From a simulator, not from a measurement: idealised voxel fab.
process module | voxel air gaps
cross-section cut | 250 nm wide | cells 5 nm
A cross-section is a grid of square cells, given in bands from the top down. A band is one or more rows of cells.
Each band's line starts with the height of the band's top and of its bottom, in nm. Then come its materials from left to right, each with its width in nm. One material with "throughout" fills the band from edge to edge. "air" is empty space.
Height 0 is the level under which the wafer as received is all one material. The lowest band goes on downwards, as in "0 down".
A width such as "30 to 40" changes by the same amount from each row of cells to the next, from the band's top row to its bottom row.
"no change" after a step means that no cell of the cross-section changed.
closed voids: empty space of 8 cells or more with no open way to the top, each as width x height at its distance from the left edge, in nm
after a step's settings: what the simulator itself notes on the step
overlay nm, on a step with a mask: how far to the right of its planned place the mask lay; to the left if negative
plan
1 op RECEIVE | material Si
2 op CONFORMAL_DEP | material SiO2 | thk nm 15
3 op CONFORMAL_DEP | material SiN | thk nm 5
4 op DIRECTIONAL_DEP | material SiO2 | thk nm 40
5 op DIRECTIONAL_DEP | material aC | thk nm 15
6 op PATTERN | tone open | mask id LINES | material resist | width nm 15 | pitch nm 40 | thk nm 35 | overlay nm 0
7 op DIRECTIONAL_ETCH | etch materials aC | depth nm 15
8 op STRIP | etch materials resist
9 op DIRECTIONAL_ETCH | etch materials SiO2 | depth nm 40
10 op STRIP | etch materials aC
11 op CONFORMAL_DEP | material TiN | thk nm 5
12 op FILL_DEP | material Cu | thk nm 5
13 op CMP | height nm 60
14 op EPI | material Ru | thk nm 10
15 op SELECTIVE_ETCH | etch materials SiO2 | depth nm 50
16 op CONFORMAL_DEP | material SiCN | thk nm 5
as received, after step 1
  0 down: Si throughout
  closed voids: none
first wafer at the end, as planned
  75 to 70: air 60 | SiCN 125 | air 65
  70 to 60: air 60 | SiCN 5 | Ru 35 | SiCN 5 | Ru 35 | SiCN 5 | Ru 35 | SiCN 5 | air 65
  60 to 55: air 60 | SiCN 15 | TiN 5 | Cu 5 | TiN 5 | SiCN 25 | TiN 5 | Cu 5 | TiN 5 | SiCN 25 | TiN 5 | Cu 5 | TiN 5 | SiCN 15 | air 65
  55 to 25: air 70 | SiCN 5 | TiN 5 | Cu 5 | TiN 5 | SiCN 5 | air 15 | SiCN 5 | TiN 5 | Cu 5 | TiN 5 | SiCN 5 | air 15 | SiCN 5 | TiN 5 | Cu 5 | TiN 5 | SiCN 5 | air 75
  25 to 20: SiCN 75 | TiN 15 | SiCN 25 | TiN 15 | SiCN 25 | TiN 15 | SiCN 80
  20 to 15: SiN throughout
  15 to 0: SiO2 throughout
  0 down: Si throughout
  closed voids: 15 x 30 at 95; 15 x 30 at 135
second wafer at the end: like start, like plan, one mistake
  75 to 70: SiCN throughout
  70 to 60: Ru throughout
  60 to 25: Cu 70 | TiN 5 | SiO2 15 | TiN 5 | Cu 15 | TiN 5 | SiO2 15 | TiN 5 | Cu 15 | TiN 5 | SiO2 15 | TiN 5 | Cu 75
  25 to 20: TiN 75 | SiO2 15 | TiN 25 | SiO2 15 | TiN 25 | SiO2 15 | TiN 80
  20 to 15: SiN throughout
  15 to 0: SiO2 throughout
  0 down: Si throughout
  closed voids: none
what went wrong: step 6 ran as: op PATTERN | tone cover | mask id LINES | material resist | width nm 15 | pitch nm 40 | thk nm 35 | overlay nm 0
at the end the second wafer has, in cells: 224 more of Cu | 58 more of Ru | 76 fewer of SiCN | 72 more of SiO2 | 32 more of TiN
closed voids at the end (first wafer, second wafer): 2, 0
